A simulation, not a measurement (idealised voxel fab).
process module | voxel transistor to metal
cross-section cut | 185 nm wide | cells 5 nm
A cross-section is a grid of square cells, given in bands from the top down. A band is one or more rows of cells.
Each band's line starts with the height of the band's top and of its bottom, in nm. Then come its materials from left to right, each with its width in nm. One material with "throughout" fills the band from edge to edge. "air" is empty space.
Height 0 is the level under which the wafer as received is all one material. The lowest band goes on downwards, as in "0 down".
A width such as "30 to 40" changes by the same amount from each row of cells to the next, from the band's top row to its bottom row.
"no change" after a step means that no cell of the cross-section changed.
closed voids: empty space of 8 cells or more with no open way to the top, each as width x height at its distance from the left edge, in nm
after a step's settings: what the simulator itself notes on the step
overlay nm, on a step with a mask: how far to the right of its planned place the mask lay; to the left if negative
plan
1 op RECEIVE | material Si
2 op CONFORMAL_DEP | material SiO2 | thk nm 5
3 op CONFORMAL_DEP | material SiN | thk nm 10
4 op DIRECTIONAL_DEP | material aC | thk nm 10
5 op PATTERN | tone cover | mask id ACTIVE | material resist | width nm 100 | thk nm 25 | overlay nm 0
6 op DIRECTIONAL_ETCH | etch materials aC | depth nm 10
7 op STRIP | etch materials resist
8 op DIRECTIONAL_ETCH | etch materials SiN | depth nm 10
9 op DIRECTIONAL_ETCH | etch materials SiO2 | depth nm 5
10 op DIRECTIONAL_ETCH | etch materials Si | depth nm 25
11 op STRIP | etch materials aC
12 op OXIDIZE | depth nm 5
13 op FILL_DEP | material SiO2 | thk nm 5
14 op CMP | height nm 15
15 op SELECTIVE_ETCH | etch materials SiO2 | depth nm 5
16 op STRIP | etch materials SiN
17 op SELECTIVE_ETCH | etch materials SiO2 | depth nm 5
18 op OXIDIZE | depth nm 5
19 op DIRECTIONAL_DEP | material polySi | thk nm 30
20 op DIRECTIONAL_DEP | material SiCN | thk nm 15
21 op DIRECTIONAL_DEP | material aC | thk nm 15
22 op PATTERN | tone cover | mask id GATE | material resist | width nm 30 | thk nm 35 | overlay nm 0
23 op DIRECTIONAL_ETCH | etch materials aC | depth nm 15
24 op STRIP | etch materials resist
25 op DIRECTIONAL_ETCH | etch materials SiCN | depth nm 25
26 op DIRECTIONAL_ETCH | etch materials polySi | depth nm 40
27 op STRIP | etch materials aC
28 op CONFORMAL_DEP | material SiN | thk nm 5
29 op DIRECTIONAL_ETCH | etch materials SiN | depth nm 5
30 op DIRECTIONAL_ETCH | etch materials SiO2 | depth nm 5
31 op DIRECTIONAL_ETCH | etch materials Si | depth nm 10
32 op EPI | material SiGe | thk nm 10
33 op FILL_DEP | material SiO2 | thk nm 5
34 op CMP | height nm 30
35 op STRIP | etch materials polySi
36 op SELECTIVE_ETCH | etch materials SiO2 | depth nm 5
37 op CONFORMAL_DEP | material HfO2 | thk nm 5
38 op CONFORMAL_DEP | material TiN | thk nm 5
39 op FILL_DEP | material W | thk nm 5
40 op CMP | height nm 25
41 op DIRECTIONAL_DEP | material SiO2 | thk nm 15
42 op PATTERN | tone open | mask id CONTACT | material resist | width nm 15 | pitch nm 75 | thk nm 20 | overlay nm 0
43 op DIRECTIONAL_ETCH | etch materials SiO2 | depth nm 45
44 op STRIP | etch materials resist
45 op CONFORMAL_DEP | material TiN | thk nm 5
46 op FILL_DEP | material W | thk nm 10
47 op CMP | height nm 40
48 op CONFORMAL_DEP | material SiCN | thk nm 5
49 op DIRECTIONAL_DEP | material lowk | thk nm 15
50 op MASKED_ETCH | tone open | mask id METAL_1 | width nm 15 | pitch nm 75 | etch materials lowk | depth nm 15 | overlay nm 0
51 op MASKED_ETCH | tone open | mask id METAL_1 | width nm 15 | pitch nm 75 | etch materials SiCN | depth nm 5 | overlay nm 0
52 op CONFORMAL_DEP | material TiN | thk nm 5
53 op FILL_DEP | material Cu | thk nm 5
54 op CMP | height nm 60
55 op CONFORMAL_DEP | material SiCN | thk nm 5
56 op DIRECTIONAL_DEP | material lowk | thk nm 35
57 op DIRECTIONAL_DEP | material aC | thk nm 10
58 op PATTERN | tone open | mask id METAL_2 | material resist | width nm 15 | pitch nm 75 | thk nm 25 | overlay nm 0
59 op DIRECTIONAL_ETCH | etch materials aC | depth nm 10
60 op STRIP | etch materials resist
61 op DIRECTIONAL_ETCH | etch materials lowk | depth nm 20
62 op STRIP | etch materials aC
63 op DIRECTIONAL_DEP | material aC | thk nm 15
64 op PATTERN | tone open | mask id METAL_2_HOLES | material resist | width nm 15 | pitch nm 75 | thk nm 30 | overlay nm 0
65 op DIRECTIONAL_ETCH | etch materials aC | depth nm 15
66 op STRIP | etch materials resist
67 op DIRECTIONAL_ETCH | etch materials lowk | depth nm 15
68 op DIRECTIONAL_ETCH | etch materials SiCN | depth nm 5
69 op STRIP | etch materials aC
70 op CONFORMAL_DEP | material TiN | thk nm 5
71 op FILL_DEP | material Cu | thk nm 10
72 op CMP | height nm 100
73 op CONFORMAL_DEP | material SiCN | thk nm 5
first wafer, as planned
as received, after step 1
  0 down: Si throughout
  closed voids: none
after step 2
  5 to 0: SiO2 throughout
  below 0: unchanged
after step 3
  15 to 5: SiN throughout
  below 5: unchanged
after step 4
  25 to 15: aC throughout
  below 15: unchanged
after step 5
  50 to 25: air 40 | resist 100 | air 45
  below 25: unchanged
after step 6
  40 to 25: air 40 | resist 100 | air 45
  25 to 15: air 40 | aC 100 | air 45
  below 15: unchanged
after step 7
  25 to 15: air 40 | aC 100 | air 45
  below 15: unchanged
after step 8
  25 to 15: air 40 | aC 100 | air 45
  15 to 5: air 40 | SiN 100 | air 45
  below 5: unchanged
after step 9
  25 to 15: air 40 | aC 100 | air 45
  15 to 5: air 40 | SiN 100 | air 45
  5 to 0: air 40 | SiO2 100 | air 45
  below 0: unchanged
after step 10
  25 to 15: air 40 | aC 100 | air 45
  15 to 5: air 40 | SiN 100 | air 45
  5 to 0: air 40 | SiO2 100 | air 45
  0 to -25: air 40 | Si 100 | air 45
  below -25: unchanged
after step 11
  15 to 5: air 40 | SiN 100 | air 45
  below 5: unchanged
after step 12
  15 to 5: air 40 | SiN 100 | air 45
  5 to 0: air 40 | SiO2 100 | air 45
  0 to -25: air 40 | SiO2 5 | Si 90 | SiO2 5 | air 45
  -25 to -30: SiO2 45 | Si 90 | SiO2 50
  below -30: unchanged
after step 13
  20 to 15: SiO2 throughout
  15 to 5: SiO2 40 | SiN 100 | SiO2 45
  5 to 0: SiO2 throughout
  0 to -30: SiO2 45 | Si 90 | SiO2 50
  below -30: unchanged
after step 14
  15 to 5: SiO2 40 | SiN 100 | SiO2 45
  below 5: unchanged
after step 15
  15 to 10: air 40 | SiN 100 | air 45
  below 10: unchanged
after step 16
  10 to 5: SiO2 40 | air 100 | SiO2 45
  below 5: unchanged
after step 17
  5 to 0: SiO2 35 | air 110 | SiO2 40
  below 0: unchanged
after step 18
  5 to 0: SiO2 35 | air 110 | SiO2 40
  0 to -5: SiO2 throughout
  below -5: unchanged
after step 19
  35 to 30: polySi 35 | air 110 | polySi 40
  30 to 5: polySi throughout
  5 to 0: SiO2 35 | polySi 110 | SiO2 40
  below 0: unchanged
after step 20
  50 to 45: SiCN 35 | air 110 | SiCN 40
  45 to 35: SiCN throughout
  35 to 30: polySi 35 | SiCN 110 | polySi 40
  below 30: unchanged
after step 21
  65 to 60: aC 35 | air 110 | aC 40
  60 to 50: aC throughout
  50 to 45: SiCN 35 | aC 110 | SiCN 40
  below 45: unchanged
after step 22
  100 to 65: air 75 | resist 30 | air 80
  65 to 60: aC 35 | air 40 | resist 30 | air 40 | aC 40
  below 60: unchanged
after step 23
  85 to 60: air 75 | resist 30 | air 80
  60 to 50: air 75 | aC 30 | air 80
  50 to 45: SiCN 35 | air 40 | aC 30 | air 40 | SiCN 40
  below 45: unchanged
after step 24
  60 to 50: air 75 | aC 30 | air 80
  below 50: unchanged
after step 25
  60 to 45: air 75 | aC 30 | air 80
  45 to 35: air 75 | SiCN 30 | air 80
  35 to 30: polySi 35 | air 40 | SiCN 30 | air 40 | polySi 40
  below 30: unchanged
after step 26
  60 to 45: air 75 | aC 30 | air 80
  45 to 30: air 75 | SiCN 30 | air 80
  30 to 5: air 75 | polySi 30 | air 80
  5 to 0: SiO2 35 | air 40 | polySi 30 | air 40 | SiO2 40
  below 0: unchanged
after step 27
  45 to 30: air 75 | SiCN 30 | air 80
  below 30: unchanged
after step 28
  50 to 45: air 70 | SiN 40 | air 75
  45 to 30: air 70 | SiN 5 | SiCN 30 | SiN 5 | air 75
  30 to 10: air 70 | SiN 5 | polySi 30 | SiN 5 | air 75
  10 to 5: SiN 40 | air 30 | SiN 5 | polySi 30 | SiN 5 | air 30 | SiN 45
  5 to 0: SiO2 35 | SiN 40 | polySi 30 | SiN 40 | SiO2 40
  below 0: unchanged
after step 29
  45 to 30: air 70 | SiN 5 | SiCN 30 | SiN 5 | air 75
  30 to 5: air 70 | SiN 5 | polySi 30 | SiN 5 | air 75
  5 to 0: SiO2 35 | SiN 5 | air 30 | SiN 5 | polySi 30 | SiN 5 | air 30 | SiN 5 | SiO2 40
  below 0: unchanged
after step 30
  45 to 30: air 70 | SiN 5 | SiCN 30 | SiN 5 | air 75
  30 to 5: air 70 | SiN 5 | polySi 30 | SiN 5 | air 75
  5 to 0: air 35 | SiN 5 | air 30 | SiN 5 | polySi 30 | SiN 5 | air 30 | SiN 5 | air 40
  0 to -5: SiO2 40 | air 30 | SiO2 40 | air 30 | SiO2 45
  below -5: unchanged
after step 31
  45 to 30: air 70 | SiN 5 | SiCN 30 | SiN 5 | air 75
  30 to 5: air 70 | SiN 5 | polySi 30 | SiN 5 | air 75
  5 to 0: air 35 | SiN 5 | air 30 | SiN 5 | polySi 30 | SiN 5 | air 30 | SiN 5 | air 40
  0 to -5: SiO2 40 | air 30 | SiO2 40 | air 30 | SiO2 45
  -5 to -15: SiO2 45 | air 25 | Si 40 | air 25 | SiO2 50
  below -15: unchanged
after step 32
  45 to 30: air 70 | SiN 5 | SiCN 30 | SiN 5 | air 75
  30 to 5: air 70 | SiN 5 | polySi 30 | SiN 5 | air 75
  5 to 0: air 35 | SiN 5 | air 20 | SiGe 10 | SiN 5 | polySi 30 | SiN 5 | SiGe 10 | air 20 | SiN 5 | air 40
  0 to -5: SiO2 40 | air 20 | SiGe 10 | SiO2 40 | SiGe 10 | air 20 | SiO2 45
  -5 to -15: SiO2 45 | SiGe 25 | Si 40 | SiGe 25 | SiO2 50
  below -15: unchanged
after step 33
  50 to 45: SiO2 throughout
  45 to 30: SiO2 70 | SiN 5 | SiCN 30 | SiN 5 | SiO2 75
  30 to 5: SiO2 70 | SiN 5 | polySi 30 | SiN 5 | SiO2 75
  5 to 0: SiO2 35 | SiN 5 | SiO2 20 | SiGe 10 | SiN 5 | polySi 30 | SiN 5 | SiGe 10 | SiO2 20 | SiN 5 | SiO2 40
  0 to -5: SiO2 60 | SiGe 10 | SiO2 40 | SiGe 10 | SiO2 65
  below -5: unchanged
after step 34
  30 to 5: SiO2 70 | SiN 5 | polySi 30 | SiN 5 | SiO2 75
  below 5: unchanged
after step 35
  30 to 5: SiO2 70 | SiN 5 | air 30 | SiN 5 | SiO2 75
  5 to 0: SiO2 35 | SiN 5 | SiO2 20 | SiGe 10 | SiN 5 | air 30 | SiN 5 | SiGe 10 | SiO2 20 | SiN 5 | SiO2 40
  below 0: unchanged
after step 36
  30 to 25: air 70 | SiN 5 | air 30 | SiN 5 | air 75
  25 to 5: SiO2 70 | SiN 5 | air 30 | SiN 5 | SiO2 75
  5 to 0: SiO2 35 | SiN 5 | SiO2 20 | SiGe 10 | SiN 5 | air 30 | SiN 5 | SiGe 10 | SiO2 20 | SiN 5 | SiO2 40
  0 to -5: SiO2 60 | SiGe 10 | air 40 | SiGe 10 | SiO2 65
  below -5: unchanged
after step 37
  35 to 30: air 65 | HfO2 15 | air 20 | HfO2 15 | air 70
  30 to 25: HfO2 70 | SiN 5 | HfO2 5 | air 20 | HfO2 5 | SiN 5 | HfO2 75
  25 to 5: SiO2 70 | SiN 5 | HfO2 5 | air 20 | HfO2 5 | SiN 5 | SiO2 75
  5 to 0: SiO2 35 | SiN 5 | SiO2 20 | SiGe 10 | SiN 5 | HfO2 5 | air 20 | HfO2 5 | SiN 5 | SiGe 10 | SiO2 20 | SiN 5 | SiO2 40
  0 to -5: SiO2 60 | SiGe 10 | HfO2 40 | SiGe 10 | SiO2 65
  below -5: unchanged
after step 38
  40 to 35: air 60 | TiN 25 | air 10 | TiN 25 | air 65
  35 to 30: TiN 65 | HfO2 15 | TiN 5 | air 10 | TiN 5 | HfO2 15 | TiN 70
  30 to 25: HfO2 70 | SiN 5 | HfO2 5 | TiN 5 | air 10 | TiN 5 | HfO2 5 | SiN 5 | HfO2 75
  25 to 5: SiO2 70 | SiN 5 | HfO2 5 | TiN 5 | air 10 | TiN 5 | HfO2 5 | SiN 5 | SiO2 75
  5 to 0: SiO2 35 | SiN 5 | SiO2 20 | SiGe 10 | SiN 5 | HfO2 5 | TiN 20 | HfO2 5 | SiN 5 | SiGe 10 | SiO2 20 | SiN 5 | SiO2 40
  below 0: unchanged
after step 39
  45 to 40: W throughout
  40 to 35: W 60 | TiN 25 | W 10 | TiN 25 | W 65
  35 to 30: TiN 65 | HfO2 15 | TiN 5 | W 10 | TiN 5 | HfO2 15 | TiN 70
  30 to 25: HfO2 70 | SiN 5 | HfO2 5 | TiN 5 | W 10 | TiN 5 | HfO2 5 | SiN 5 | HfO2 75
  25 to 5: SiO2 70 | SiN 5 | HfO2 5 | TiN 5 | W 10 | TiN 5 | HfO2 5 | SiN 5 | SiO2 75
  below 5: unchanged
after step 40
  25 to 5: SiO2 70 | SiN 5 | HfO2 5 | TiN 5 | W 10 | TiN 5 | HfO2 5 | SiN 5 | SiO2 75
  below 5: unchanged
after step 41
  40 to 25: SiO2 throughout
  below 25: unchanged
after step 42
  60 to 40: resist 45 | air 15 | resist 60 | air 15 | resist 50
  below 40: unchanged
after step 43
  60 to 40: resist 45 | air 15 | resist 60 | air 15 | resist 50
  40 to 25: SiO2 45 | air 15 | SiO2 60 | air 15 | SiO2 50
  25 to 5: SiO2 45 | air 15 | SiO2 10 | SiN 5 | HfO2 5 | TiN 5 | W 10 | TiN 5 | HfO2 5 | SiN 5 | SiO2 10 | air 15 | SiO2 50
  5 to 0: SiO2 35 | SiN 5 | SiO2 5 | air 15 | SiGe 10 | SiN 5 | HfO2 5 | TiN 20 | HfO2 5 | SiN 5 | SiGe 10 | air 15 | SiO2 5 | SiN 5 | SiO2 40
  0 to -5: SiO2 45 | air 15 | SiGe 10 | HfO2 40 | SiGe 10 | air 15 | SiO2 50
  below -5: unchanged
after step 44
  40 to 25: SiO2 45 | air 15 | SiO2 60 | air 15 | SiO2 50
  below 25: unchanged
after step 45
  45 to 40: TiN 50 | air 5 | TiN 70 | air 5 | TiN 55
  40 to 25: SiO2 45 | TiN 5 | air 5 | TiN 5 | SiO2 60 | TiN 5 | air 5 | TiN 5 | SiO2 50
  25 to 5: SiO2 45 | TiN 5 | air 5 | TiN 5 | SiO2 10 | SiN 5 | HfO2 5 | TiN 5 | W 10 | TiN 5 | HfO2 5 | SiN 5 | SiO2 10 | TiN 5 | air 5 | TiN 5 | SiO2 50
  5 to 0: SiO2 35 | SiN 5 | SiO2 5 | TiN 5 | air 5 | TiN 5 | SiGe 10 | SiN 5 | HfO2 5 | TiN 20 | HfO2 5 | SiN 5 | SiGe 10 | TiN 5 | air 5 | TiN 5 | SiO2 5 | SiN 5 | SiO2 40
  0 to -5: SiO2 45 | TiN 15 | SiGe 10 | HfO2 40 | SiGe 10 | TiN 15 | SiO2 50
  below -5: unchanged
after step 46
  55 to 45: W throughout
  45 to 40: TiN 50 | W 5 | TiN 70 | W 5 | TiN 55
  40 to 25: SiO2 45 | TiN 5 | W 5 | TiN 5 | SiO2 60 | TiN 5 | W 5 | TiN 5 | SiO2 50
  25 to 5: SiO2 45 | TiN 5 | W 5 | TiN 5 | SiO2 10 | SiN 5 | HfO2 5 | TiN 5 | W 10 | TiN 5 | HfO2 5 | SiN 5 | SiO2 10 | TiN 5 | W 5 | TiN 5 | SiO2 50
  5 to 0: SiO2 35 | SiN 5 | SiO2 5 | TiN 5 | W 5 | TiN 5 | SiGe 10 | SiN 5 | HfO2 5 | TiN 20 | HfO2 5 | SiN 5 | SiGe 10 | TiN 5 | W 5 | TiN 5 | SiO2 5 | SiN 5 | SiO2 40
  below 0: unchanged
after step 47
  40 to 25: SiO2 45 | TiN 5 | W 5 | TiN 5 | SiO2 60 | TiN 5 | W 5 | TiN 5 | SiO2 50
  below 25: unchanged
after step 48
  45 to 40: SiCN throughout
  below 40: unchanged
after step 49
  60 to 45: lowk throughout
  below 45: unchanged
after step 50
  60 to 45: lowk 45 | air 15 | lowk 60 | air 15 | lowk 50
  below 45: unchanged
after step 51
  60 to 45: lowk 45 | air 15 | lowk 60 | air 15 | lowk 50
  45 to 40: SiCN 45 | air 15 | SiCN 60 | air 15 | SiCN 50
  below 40: unchanged
after step 52
  65 to 60: TiN 50 | air 5 | TiN 70 | air 5 | TiN 55
  60 to 45: lowk 45 | TiN 5 | air 5 | TiN 5 | lowk 60 | TiN 5 | air 5 | TiN 5 | lowk 50
  45 to 40: SiCN 45 | TiN 15 | SiCN 60 | TiN 15 | SiCN 50
  below 40: unchanged
after step 53
  70 to 65: Cu throughout
  65 to 60: TiN 50 | Cu 5 | TiN 70 | Cu 5 | TiN 55
  60 to 45: lowk 45 | TiN 5 | Cu 5 | TiN 5 | lowk 60 | TiN 5 | Cu 5 | TiN 5 | lowk 50
  below 45: unchanged
after step 54
  60 to 45: lowk 45 | TiN 5 | Cu 5 | TiN 5 | lowk 60 | TiN 5 | Cu 5 | TiN 5 | lowk 50
  below 45: unchanged
after step 55
  65 to 60: SiCN throughout
  below 60: unchanged
after step 56
  100 to 65: lowk throughout
  below 65: unchanged
after step 57
  110 to 100: aC throughout
  below 100: unchanged
after step 58
  135 to 110: resist 45 | air 15 | resist 60 | air 15 | resist 50
  below 110: unchanged
after step 59
  125 to 110: resist 45 | air 15 | resist 60 | air 15 | resist 50
  110 to 100: aC 45 | air 15 | aC 60 | air 15 | aC 50
  below 100: unchanged
after step 60
  110 to 100: aC 45 | air 15 | aC 60 | air 15 | aC 50
  below 100: unchanged
after step 61
  110 to 100: aC 45 | air 15 | aC 60 | air 15 | aC 50
  100 to 80: lowk 45 | air 15 | lowk 60 | air 15 | lowk 50
  below 80: unchanged
after step 62
  100 to 80: lowk 45 | air 15 | lowk 60 | air 15 | lowk 50
  below 80: unchanged
after step 63
  115 to 100: aC 45 | air 15 | aC 60 | air 15 | aC 50
  100 to 95: lowk 45 | air 15 | lowk 60 | air 15 | lowk 50
  95 to 80: lowk 45 | aC 15 | lowk 60 | aC 15 | lowk 50
  below 80: unchanged
after step 64
  145 to 115: resist 45 | air 15 | resist 60 | air 15 | resist 50
  below 115: unchanged
after step 65
  130 to 115: resist 45 | air 15 | resist 60 | air 15 | resist 50
  115 to 100: aC 45 | air 15 | aC 60 | air 15 | aC 50
  100 to 80: lowk 45 | air 15 | lowk 60 | air 15 | lowk 50
  below 80: unchanged
after step 66
  115 to 100: aC 45 | air 15 | aC 60 | air 15 | aC 50
  below 100: unchanged
after step 67
  115 to 100: aC 45 | air 15 | aC 60 | air 15 | aC 50
  100 to 65: lowk 45 | air 15 | lowk 60 | air 15 | lowk 50
  below 65: unchanged
after step 68
  115 to 100: aC 45 | air 15 | aC 60 | air 15 | aC 50
  100 to 65: lowk 45 | air 15 | lowk 60 | air 15 | lowk 50
  65 to 60: SiCN 45 | air 15 | SiCN 60 | air 15 | SiCN 50
  below 60: unchanged
after step 69
  100 to 65: lowk 45 | air 15 | lowk 60 | air 15 | lowk 50
  below 65: unchanged
after step 70
  105 to 100: TiN 50 | air 5 | TiN 70 | air 5 | TiN 55
  100 to 65: lowk 45 | TiN 5 | air 5 | TiN 5 | lowk 60 | TiN 5 | air 5 | TiN 5 | lowk 50
  65 to 60: SiCN 45 | TiN 15 | SiCN 60 | TiN 15 | SiCN 50
  below 60: unchanged
after step 71
  115 to 105: Cu throughout
  105 to 100: TiN 50 | Cu 5 | TiN 70 | Cu 5 | TiN 55
  100 to 65: lowk 45 | TiN 5 | Cu 5 | TiN 5 | lowk 60 | TiN 5 | Cu 5 | TiN 5 | lowk 50
  below 65: unchanged
after step 72
  100 to 65: lowk 45 | TiN 5 | Cu 5 | TiN 5 | lowk 60 | TiN 5 | Cu 5 | TiN 5 | lowk 50
  below 65: unchanged
after step 73
  105 to 100: SiCN throughout
  below 100: unchanged
second wafer: like start, like plan, one mistake. Through step 49 it matches the first wafer
when step 50 should have ended
  60 to 45: air 45 | lowk 15 | air 60 | lowk 15 | air 50
  below 45: unchanged
when step 51 should have ended: no change
when step 52 should have ended
  65 to 60: air 40 | TiN 25 | air 50 | TiN 25 | air 45
  60 to 50: air 40 | TiN 5 | lowk 15 | TiN 5 | air 50 | TiN 5 | lowk 15 | TiN 5 | air 45
  50 to 45: TiN 45 | lowk 15 | TiN 60 | lowk 15 | TiN 50
  below 45: unchanged
when step 53 should have ended
  70 to 65: Cu throughout
  65 to 60: Cu 40 | TiN 25 | Cu 50 | TiN 25 | Cu 45
  60 to 50: Cu 40 | TiN 5 | lowk 15 | TiN 5 | Cu 50 | TiN 5 | lowk 15 | TiN 5 | Cu 45
  below 50: unchanged
when step 54 should have ended
  60 to 50: Cu 40 | TiN 5 | lowk 15 | TiN 5 | Cu 50 | TiN 5 | lowk 15 | TiN 5 | Cu 45
  below 50: unchanged
when step 55 should have ended
  65 to 60: SiCN throughout
  below 60: unchanged
when step 56 should have ended
  100 to 65: lowk throughout
  below 65: unchanged
when step 57 should have ended
  110 to 100: aC throughout
  below 100: unchanged
when step 58 should have ended
  135 to 110: resist 45 | air 15 | resist 60 | air 15 | resist 50
  below 110: unchanged
when step 59 should have ended
  125 to 110: resist 45 | air 15 | resist 60 | air 15 | resist 50
  110 to 100: aC 45 | air 15 | aC 60 | air 15 | aC 50
  below 100: unchanged
when step 60 should have ended
  110 to 100: aC 45 | air 15 | aC 60 | air 15 | aC 50
  below 100: unchanged
when step 61 should have ended
  110 to 100: aC 45 | air 15 | aC 60 | air 15 | aC 50
  100 to 80: lowk 45 | air 15 | lowk 60 | air 15 | lowk 50
  below 80: unchanged
when step 62 should have ended
  100 to 80: lowk 45 | air 15 | lowk 60 | air 15 | lowk 50
  below 80: unchanged
when step 63 should have ended
  115 to 100: aC 45 | air 15 | aC 60 | air 15 | aC 50
  100 to 95: lowk 45 | air 15 | lowk 60 | air 15 | lowk 50
  95 to 80: lowk 45 | aC 15 | lowk 60 | aC 15 | lowk 50
  below 80: unchanged
when step 64 should have ended
  145 to 115: resist 45 | air 15 | resist 60 | air 15 | resist 50
  below 115: unchanged
when step 65 should have ended
  130 to 115: resist 45 | air 15 | resist 60 | air 15 | resist 50
  115 to 100: aC 45 | air 15 | aC 60 | air 15 | aC 50
  100 to 80: lowk 45 | air 15 | lowk 60 | air 15 | lowk 50
  below 80: unchanged
when step 66 should have ended
  115 to 100: aC 45 | air 15 | aC 60 | air 15 | aC 50
  below 100: unchanged
when step 67 should have ended
  115 to 100: aC 45 | air 15 | aC 60 | air 15 | aC 50
  100 to 65: lowk 45 | air 15 | lowk 60 | air 15 | lowk 50
  below 65: unchanged
when step 68 should have ended
  115 to 100: aC 45 | air 15 | aC 60 | air 15 | aC 50
  100 to 65: lowk 45 | air 15 | lowk 60 | air 15 | lowk 50
  65 to 60: SiCN 45 | air 15 | SiCN 60 | air 15 | SiCN 50
  below 60: unchanged
when step 69 should have ended
  100 to 65: lowk 45 | air 15 | lowk 60 | air 15 | lowk 50
  below 65: unchanged
when step 70 should have ended
  105 to 100: TiN 50 | air 5 | TiN 70 | air 5 | TiN 55
  100 to 65: lowk 45 | TiN 5 | air 5 | TiN 5 | lowk 60 | TiN 5 | air 5 | TiN 5 | lowk 50
  65 to 60: SiCN 45 | TiN 15 | SiCN 60 | TiN 15 | SiCN 50
  below 60: unchanged
when step 71 should have ended
  115 to 105: Cu throughout
  105 to 100: TiN 50 | Cu 5 | TiN 70 | Cu 5 | TiN 55
  100 to 65: lowk 45 | TiN 5 | Cu 5 | TiN 5 | lowk 60 | TiN 5 | Cu 5 | TiN 5 | lowk 50
  below 65: unchanged
when step 72 should have ended
  100 to 65: lowk 45 | TiN 5 | Cu 5 | TiN 5 | lowk 60 | TiN 5 | Cu 5 | TiN 5 | lowk 50
  below 65: unchanged
when step 73 should have ended
  105 to 100: SiCN throughout
  below 100: unchanged
what went wrong: step 50 ran as: op MASKED_ETCH | tone cover | mask id METAL_1 | width nm 15 | pitch nm 75 | etch materials lowk | depth nm 15 | overlay nm 0
at the end the second wafer has, in cells: 48 more of Cu | 6 more of SiCN | 21 more of TiN | 75 fewer of lowk
